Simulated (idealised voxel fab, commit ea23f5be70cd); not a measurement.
voxel released beams: a process module
Each square cell in cross-section cut measures 5 nm, and the section as a whole is 215 nm wide.
When this document writes out a cross-section, it uses a grid of square cells and lists it as bands, beginning at the top and moving down, with a band standing for one or more rows of cells. Each band's line starts with the height of the band's top and of its bottom, in nm. Then come its materials from left to right, each with its width in nm. One material with "all across" fills the band from edge to edge. "air" is empty space. Basically, 0 is our baseline, since under it the wafer straight out of the box is all one material. The bottom band has no lower end and keeps on going down, so it looks like "0 down". Width "30..40": first value at the band's top row of cells, second value at its bottom row, equal change from row to row. Step note "no change" = no cross-section cell changed. "Completely sealed voids" means: voids of 8 cells or more that are shut off from the top with no open way through. Written width x height at distance, distance from the left edge, in nm. That trailing text on a step's line, after the settings, is the simulator's own remark on the step. overlay nm: mask offset rightward from planned place, masked step; negative means leftward offset.
Intended process steps:
1. RECEIVE: material Si
2. CONFORMAL_DEP: material SiN, thk nm 5
3. DIRECTIONAL_DEP: material SiO2, thk nm 15
4. DIRECTIONAL_DEP: material aC, thk nm 15
5. PATTERN: tone open, mask id ANCHOR, material resist, width nm 30, thk nm 35, overlay nm 0
6. DIRECTIONAL_ETCH: etch materials aC, depth nm 15
7. STRIP: etch materials resist
8. DIRECTIONAL_ETCH: etch materials SiO2, depth nm 15
9. STRIP: etch materials aC
10. CONFORMAL_DEP: material TiN, thk nm 10
11. DIRECTIONAL_DEP: material aC, thk nm 10
12. PATTERN: tone cover, mask id BEAM, material resist, width nm 105, thk nm 30, overlay nm 0
13. DIRECTIONAL_ETCH: etch materials aC, depth nm 10
14. STRIP: etch materials resist
15. DIRECTIONAL_ETCH: etch materials TiN, depth nm 10
16. STRIP: etch materials aC
17. STRIP: etch materials SiO2
First wafer, two in total, run as planned:
Received-state cross-section, reflecting completion of step 1:
0 down = Si all across
Completely sealed voids: none
You're looking at a cross-section of the wafer after step 2:
5 to 0 = SiN all across
Rest of section, below 0: as before.
You're looking at a cross-section of the wafer after step 3:
20 to 5 = SiO2 all across
Rest of section, below 5: as before.
You're looking at a cross-section of the wafer after step 4:
35 to 20 = aC all across
Rest of section, below 20: as before.
You're looking at a cross-section of the wafer after step 5:
70 to 35 = resist (55), then air (30), then resist (130)
Rest of section, below 35: as before.
You're looking at a cross-section of the wafer after step 6:
55 to 35 = resist (55), then air (30), then resist (130)
35 to 20 = aC (55), then air (30), then aC (130)
Rest of section, below 20: as before.
You're looking at a cross-section of the wafer after step 7:
35 to 20 = aC (55), then air (30), then aC (130)
Rest of section, below 20: as before.
You're looking at a cross-section of the wafer after step 8:
35 to 20 = aC (55), then air (30), then aC (130)
20 to 5 = SiO2 (55), then air (30), then SiO2 (130)
Rest of section, below 5: as before.
You're looking at a cross-section of the wafer after step 9:
20 to 5 = SiO2 (55), then air (30), then SiO2 (130)
Rest of section, below 5: as before.
You're looking at a cross-section of the wafer after step 10:
30 to 20 = TiN (65), then air (10), then TiN (140)
20 to 15 = SiO2 (55), then TiN (10), then air (10), then TiN (10), then SiO2 (130)
15 to 5 = SiO2 (55), then TiN (30), then SiO2 (130)
Rest of section, below 5: as before.
You're looking at a cross-section of the wafer after step 11:
40 to 30 = aC (65), then air (10), then aC (140)
30 to 25 = TiN (65), then air (10), then TiN (140)
25 to 20 = TiN (65), then aC (10), then TiN (140)
20 to 15 = SiO2 (55), then TiN (10), then aC (10), then TiN (10), then SiO2 (130)
Rest of section, below 15: as before.
You're looking at a cross-section of the wafer after step 12:
70 to 40 = air (50), then resist (105), then air (60)
40 to 30 = aC (65), then resist (10), then aC (140)
30 to 25 = TiN (65), then resist (10), then TiN (140)
Rest of section, below 25: as before.
You're looking at a cross-section of the wafer after step 13:
60 to 40 = air (50), then resist (105), then air (60)
40 to 30 = air (50), then aC (15), then resist (10), then aC (80), then air (60)
Rest of section, below 30: as before.
You're looking at a cross-section of the wafer after step 14:
40 to 30 = air (50), then aC (15), then air (10), then aC (80), then air (60)
30 to 25 = TiN (65), then air (10), then TiN (140)
Rest of section, below 25: as before.
You're looking at a cross-section of the wafer after step 15:
40 to 30 = air (50), then aC (15), then air (10), then aC (80), then air (60)
30 to 25 = air (50), then TiN (15), then air (10), then TiN (80), then air (60)
25 to 20 = air (50), then TiN (15), then aC (10), then TiN (80), then air (60)
Rest of section, below 20: as before.
You're looking at a cross-section of the wafer after step 16:
30 to 20 = air (50), then TiN (15), then air (10), then TiN (80), then air (60)
20 to 15 = SiO2 (55), then TiN (10), then air (10), then TiN (10), then SiO2 (130)
Rest of section, below 15: as before.
You're looking at a cross-section of the wafer after step 17:
30 to 20 = air (50), then TiN (15), then air (10), then TiN (80), then air (60)
20 to 15 = air (55), then TiN (10), then air (10), then TiN (10), then air (130)
15 to 5 = air (55), then TiN (30), then air (130)
Rest of section, below 5: as before.
Wafer two: like wafer one in start and plan, but with one mistake in execution; identical up to and including step 4:
The second wafer cut through, at the time step 5 was supposed to be finished:
70 to 35 = resist (50), then air (40), then resist (125)
Rest of section, below 35: as before.
The second wafer cut through, at the time step 6 was supposed to be finished:
55 to 35 = resist (50), then air (40), then resist (125)
35 to 20 = aC (50), then air (40), then aC (125)
Rest of section, below 20: as before.
The second wafer cut through, at the time step 7 was supposed to be finished:
35 to 20 = aC (50), then air (40), then aC (125)
Rest of section, below 20: as before.
The second wafer cut through, at the time step 8 was supposed to be finished:
35 to 20 = aC (50), then air (40), then aC (125)
20 to 5 = SiO2 (50), then air (40), then SiO2 (125)
Rest of section, below 5: as before.
The second wafer cut through, at the time step 9 was supposed to be finished:
20 to 5 = SiO2 (50), then air (40), then SiO2 (125)
Rest of section, below 5: as before.
The second wafer cut through, at the time step 10 was supposed to be finished:
30 to 20 = TiN (60), then air (20), then TiN (135)
20 to 15 = SiO2 (50), then TiN (10), then air (20), then TiN (10), then SiO2 (125)
15 to 5 = SiO2 (50), then TiN (40), then SiO2 (125)
Rest of section, below 5: as before.
The second wafer cut through, at the time step 11 was supposed to be finished:
40 to 30 = aC (60), then air (20), then aC (135)
30 to 25 = TiN (60), then air (20), then TiN (135)
25 to 20 = TiN (60), then aC (20), then TiN (135)
20 to 15 = SiO2 (50), then TiN (10), then aC (20), then TiN (10), then SiO2 (125)
Rest of section, below 15: as before.
The second wafer cut through, at the time step 12 was supposed to be finished:
70 to 40 = air (50), then resist (105), then air (60)
40 to 30 = aC (60), then resist (20), then aC (135)
30 to 25 = TiN (60), then resist (20), then TiN (135)
Rest of section, below 25: as before.
The second wafer cut through, at the time step 13 was supposed to be finished:
60 to 40 = air (50), then resist (105), then air (60)
40 to 30 = air (50), then aC (10), then resist (20), then aC (75), then air (60)
Rest of section, below 30: as before.
The second wafer cut through, at the time step 14 was supposed to be finished:
40 to 30 = air (50), then aC (10), then air (20), then aC (75), then air (60)
30 to 25 = TiN (60), then air (20), then TiN (135)
Rest of section, below 25: as before.
The second wafer cut through, at the time step 15 was supposed to be finished:
40 to 30 = air (50), then aC (10), then air (20), then aC (75), then air (60)
30 to 25 = air (50), then TiN (10), then air (20), then TiN (75), then air (60)
25 to 20 = air (50), then TiN (10), then aC (20), then TiN (75), then air (60)
Rest of section, below 20: as before.
The second wafer cut through, at the time step 16 was supposed to be finished:
30 to 20 = air (50), then TiN (10), then air (20), then TiN (75), then air (60)
20 to 15 = SiO2 (50), then TiN (10), then air (20), then TiN (10), then SiO2 (125)
Rest of section, below 15: as before.
The second wafer cut through, at the time step 17 was supposed to be finished:
30 to 20 = air (50), then TiN (10), then air (20), then TiN (75), then air (60)
20 to 15 = air (50), then TiN (10), then air (20), then TiN (10), then air (125)
15 to 5 = air (50), then TiN (40), then air (125)
Rest of section, below 5: as before.
Deviation noted in wafer processing: step 5 was run on a setting that differed from the plan, and what really ran there is PATTERN: tone open, mask id ANCHOR, material resist, width nm 40, thk nm 35, overlay nm 0
Comparing end states, the material composition by cell count is preserved from the first wafer to the second, while the locations of the cells are not.
